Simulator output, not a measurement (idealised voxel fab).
This section sets out a process module, namely voxel air gaps.
Cross-section cut spans 245 nm and uses square cells 5 nm in size.
Think of the cross-section as a grid of square cells. We describe it in bands, top to bottom, and each band covers one or more rows of those cells. What a band's entry tells you: where the top is and where the bottom is, as heights in nm, and after that what lies inside, material by material from left to right, each with its width in nm. Empty space is written as the word "empty", and a single material marked with the word "all across" occupies the band from edge to edge. Measure heights from 0. That's the level where, below it, the as-received wafer is all one material. The lowest band is bottomless and extends downward; write it as in "0 and below". A two-number width, for instance "30 to 40", indicates that the width is equal to the first number in the top row of the band and to the second number in the bottom row, and that it changes by a constant amount per row of cells. What does "nothing different" mean for a step? It means no cell of the cross-section changed in that step. "Closed cavities": empty spaces of 8 cells or more with no open way to the top, each given as width x height at distance, distance from the left edge, all in nm. Whatever follows a step's settings on its line is a remark the simulator itself makes about that step. overlay nm: how far to the right of its planned place the mask lay on this masked step (negative: to the left).
-- Listed below are the process steps as planned
| 1 | RECEIVE with material Si |
| 2 | CONFORMAL_DEP with material SiO2, thk nm 15 |
| 3 | CONFORMAL_DEP with material SiN, thk nm 5 |
| 4 | DIRECTIONAL_DEP with material lowk, thk nm 30 |
| 5 | DIRECTIONAL_DEP with material aC, thk nm 15 |
| 6 | PATTERN with tone open, mask id LINES, material resist, width nm 25, pitch nm 55, thk nm 30, overlay nm 0 |
| 7 | DIRECTIONAL_ETCH with etch materials aC, depth nm 15 |
| 8 | STRIP with etch materials resist |
| 9 | DIRECTIONAL_ETCH with etch materials lowk, depth nm 30 |
| 10 | STRIP with etch materials aC |
| 11 | CONFORMAL_DEP with material TiN, thk nm 5 |
| 12 | FILL_DEP with material W, thk nm 10 |
| 13 | CMP with height nm 50 |
| 14 | EPI with material Ru, thk nm 10 |
| 15 | SELECTIVE_ETCH with etch materials lowk, depth nm 40 |
| 16 | CONFORMAL_DEP with material SiN, thk nm 5 |
-- Cross-section of the wafer upon arrival, representing the state reached after step 1
> 0 and below = Si all across
> Closed cavities: none
-- As-planned run: cross-section of the first of two wafers at end of module
> 65 down to 60 = empty 40 nm | SiN 165 nm | empty 40 nm
> 60 down to 50 = empty 40 nm | SiN 5 nm | Ru 45 nm | SiN 10 nm | Ru 45 nm | SiN 10 nm | Ru 45 nm | SiN 5 nm | empty 40 nm
> 50 down to 45 = empty 40 nm | SiN 15 nm | TiN 5 nm | W 15 nm | TiN 5 nm | SiN 30 nm | TiN 5 nm | W 15 nm | TiN 5 nm | SiN 30 nm | TiN 5 nm | W 15 nm | TiN 5 nm | SiN 15 nm | empty 40 nm
> 45 down to 25 = empty 50 nm | SiN 5 nm | TiN 5 nm | W 15 nm | TiN 5 nm | SiN 5 nm | empty 20 nm | SiN 5 nm | TiN 5 nm | W 15 nm | TiN 5 nm | SiN 5 nm | empty 20 nm | SiN 5 nm | TiN 5 nm | W 15 nm | TiN 5 nm | SiN 5 nm | empty 50 nm
> 25 down to 20 = SiN 55 nm | TiN 25 nm | SiN 30 nm | TiN 25 nm | SiN 30 nm | TiN 25 nm | SiN 55 nm
> 20 down to 15 = SiN all across
> 15 down to 0 = SiO2 all across
> 0 and below = Si all across
> Closed cavities: 20 x 20 at 85; 20 x 20 at 140
-- Wafer two, sectioned after the module: the first wafer's start, the first wafer's plan, and one mistake in how it was run
> 80 down to 75 = SiN all across
> 75 down to 65 = Ru all across
> 65 down to 55 = W all across
> 55 down to 50 = TiN 60 nm | W 15 nm | TiN 40 nm | W 15 nm | TiN 40 nm | W 15 nm | TiN 60 nm
> 50 down to 25 = lowk 55 nm | TiN 5 nm | W 15 nm | TiN 5 nm | lowk 30 nm | TiN 5 nm | W 15 nm | TiN 5 nm | lowk 30 nm | TiN 5 nm | W 15 nm | TiN 5 nm | lowk 55 nm
> 25 down to 20 = lowk 55 nm | TiN 25 nm | lowk 30 nm | TiN 25 nm | lowk 30 nm | TiN 25 nm | lowk 55 nm
> 20 down to 15 = SiN all across
> 15 down to 0 = SiO2 all across
> 0 and below = Si all across
> Closed cavities: none
Want to know what went wrong? step 13 from the plan never happened, it was just skipped
FYI, end of process, the second wafer has more or fewer cells of some materials than the first: +44 Ru | -72 SiN | +40 TiN | +107 W | +204 lowk
The second wafer ends with 0 closed voids, and the first wafer ends with 2.
